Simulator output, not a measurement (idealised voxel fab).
Process module under the name voxel double patterning
FYI the section here is cut, 160 nm wide, cells are 5 nm squares.
Throughout this document, each cross-section is represented as a grid of square cells and is presented as a sequence of bands enumerated from the top downward, where a band comprises one or more rows of cells.
Per band: top height and bottom height in nm, followed by the left-to-right materials and their widths in nm; "edge to edge" marks a single material spanning edge to edge, "air" marks empty space.
A quick word on heights: they are counted from 0, and under that level the wafer as it came to us is one material throughout. The lowest band is different from the rest in having no bottom; it simply continues downward, written as in "0..down".
Width "30 to 40": first value at the band's top row of cells, second value at its bottom row, equal change from row to row.
No cell of the cross-section changed in a step that is given as "no alterations made".
Reported under the label "Closed void inventory" are the empty spaces having no open way to the top and comprising 8 cells or more; the notation for each is width x height at distance, in which the distance is measured from the left edge and all three values are in nm.
It should be noted that, on the line of a given step, the content following the step's settings is a remark produced by the simulator itself with respect to that step.
overlay nm: where the mask lay relative to plan, measured to the right, on steps with a mask; negatives go left.
Below is the list of planned process steps:
- 1: RECEIVE [material Si]
- 2: CONFORMAL_DEP [material SiO2] [thk nm 10]
- 3: DIRECTIONAL_DEP [material polySi] [thk nm 15]
- 4: DIRECTIONAL_DEP [material SiN] [thk nm 10]
- 5: PATTERN [tone open] [mask id FIRST] [material resist] [width nm 15] [pitch nm 50] [thk nm 20] [overlay nm 0]
- 6: DIRECTIONAL_ETCH [etch materials SiN] [depth nm 10]
- 7: STRIP [etch materials resist]
- 8: MASKED_ETCH [tone open] [mask id SECOND] [width nm 15] [pitch nm 50] [etch materials SiN] [depth nm 10] [overlay nm 0]
- 9: DIRECTIONAL_ETCH [etch materials polySi] [depth nm 15]
- 10: STRIP [etch materials SiN]
So, the first of our two wafers, run just as we planned it:
Wafer at receipt (post step 1), cross-section:
> 0..down | Si edge to edge
> Closed void inventory: none
Once step 2 is through, the wafer looks like this in cross-section:
> 10..0 | SiO2 edge to edge
> For the remainder of the cross-section, below 0, there is no change.
Once step 3 is through, the wafer looks like this in cross-section:
> 25..10 | polySi edge to edge
> For the remainder of the cross-section, below 10, there is no change.
Once step 4 is through, the wafer looks like this in cross-section:
> 35..25 | SiN edge to edge
> For the remainder of the cross-section, below 25, there is no change.
Once step 5 is through, the wafer looks like this in cross-section:
> 55..35 | resist: 20; air: 15; resist: 35; air: 15; resist: 35; air: 15; resist: 25
> For the remainder of the cross-section, below 35, there is no change.
Once step 6 is through, the wafer looks like this in cross-section:
> 55..35 | resist: 20; air: 15; resist: 35; air: 15; resist: 35; air: 15; resist: 25
> 35..25 | SiN: 20; air: 15; SiN: 35; air: 15; SiN: 35; air: 15; SiN: 25
> For the remainder of the cross-section, below 25, there is no change.
Once step 7 is through, the wafer looks like this in cross-section:
> 35..25 | SiN: 20; air: 15; SiN: 35; air: 15; SiN: 35; air: 15; SiN: 25
> For the remainder of the cross-section, below 25, there is no change.
Once step 8 is through, the wafer looks like this in cross-section:
> 35..25 | SiN: 20; air: 15; SiN: 10; air: 15; SiN: 10; air: 15; SiN: 10; air: 15; SiN: 10; air: 15; SiN: 25
> For the remainder of the cross-section, below 25, there is no change.
Once step 9 is through, the wafer looks like this in cross-section:
> 35..25 | SiN: 20; air: 15; SiN: 10; air: 15; SiN: 10; air: 15; SiN: 10; air: 15; SiN: 10; air: 15; SiN: 25
> 25..10 | polySi: 20; air: 15; polySi: 10; air: 15; polySi: 10; air: 15; polySi: 10; air: 15; polySi: 10; air: 15; polySi: 25
> For the remainder of the cross-section, below 10, there is no change.
Once step 10 is through, the wafer looks like this in cross-section:
> 25..10 | polySi: 20; air: 15; polySi: 10; air: 15; polySi: 10; air: 15; polySi: 10; air: 15; polySi: 10; air: 15; polySi: 25
> For the remainder of the cross-section, below 10, there is no change.
Regarding the second of the two wafers: it shared the first wafer's starting condition and process plan, yet one error occurred during its execution. Its history coincides with that of the first wafer up to and including step 1:
Look at the second wafer in cross-section at the time step 2 ought to have finished:
> 15..0 | polySi edge to edge
> For the remainder of the cross-section, below 0, there is no change.
Look at the second wafer in cross-section at the time step 3 ought to have finished:
> 25..15 | SiO2 edge to edge
> For the remainder of the cross-section, below 15, there is no change.
Look at the second wafer in cross-section at the time step 4 ought to have finished:
> 35..25 | SiN edge to edge
> For the remainder of the cross-section, below 25, there is no change.
Look at the second wafer in cross-section at the time step 5 ought to have finished:
> 55..35 | resist: 20; air: 15; resist: 35; air: 15; resist: 35; air: 15; resist: 25
> For the remainder of the cross-section, below 35, there is no change.
Look at the second wafer in cross-section at the time step 6 ought to have finished:
> 55..35 | resist: 20; air: 15; resist: 35; air: 15; resist: 35; air: 15; resist: 25
> 35..25 | SiN: 20; air: 15; SiN: 35; air: 15; SiN: 35; air: 15; SiN: 25
> For the remainder of the cross-section, below 25, there is no change.
Look at the second wafer in cross-section at the time step 7 ought to have finished:
> 35..25 | SiN: 20; air: 15; SiN: 35; air: 15; SiN: 35; air: 15; SiN: 25
> For the remainder of the cross-section, below 25, there is no change.
Look at the second wafer in cross-section at the time step 8 ought to have finished:
> 35..25 | SiN: 20; air: 15; SiN: 10; air: 15; SiN: 10; air: 15; SiN: 10; air: 15; SiN: 10; air: 15; SiN: 25
> For the remainder of the cross-section, below 25, there is no change.
Look at the second wafer in cross-section at the time step 9 ought to have finished: no alterations made
Look at the second wafer in cross-section at the time step 10 ought to have finished:
> 25..15 | SiO2 edge to edge
> For the remainder of the cross-section, below 15, there is no change.
In executing the process, a mistake was made relative to the plan: swap of plan steps 2 and 3 during execution
at the end the second wafer has, in cells: polySi +45
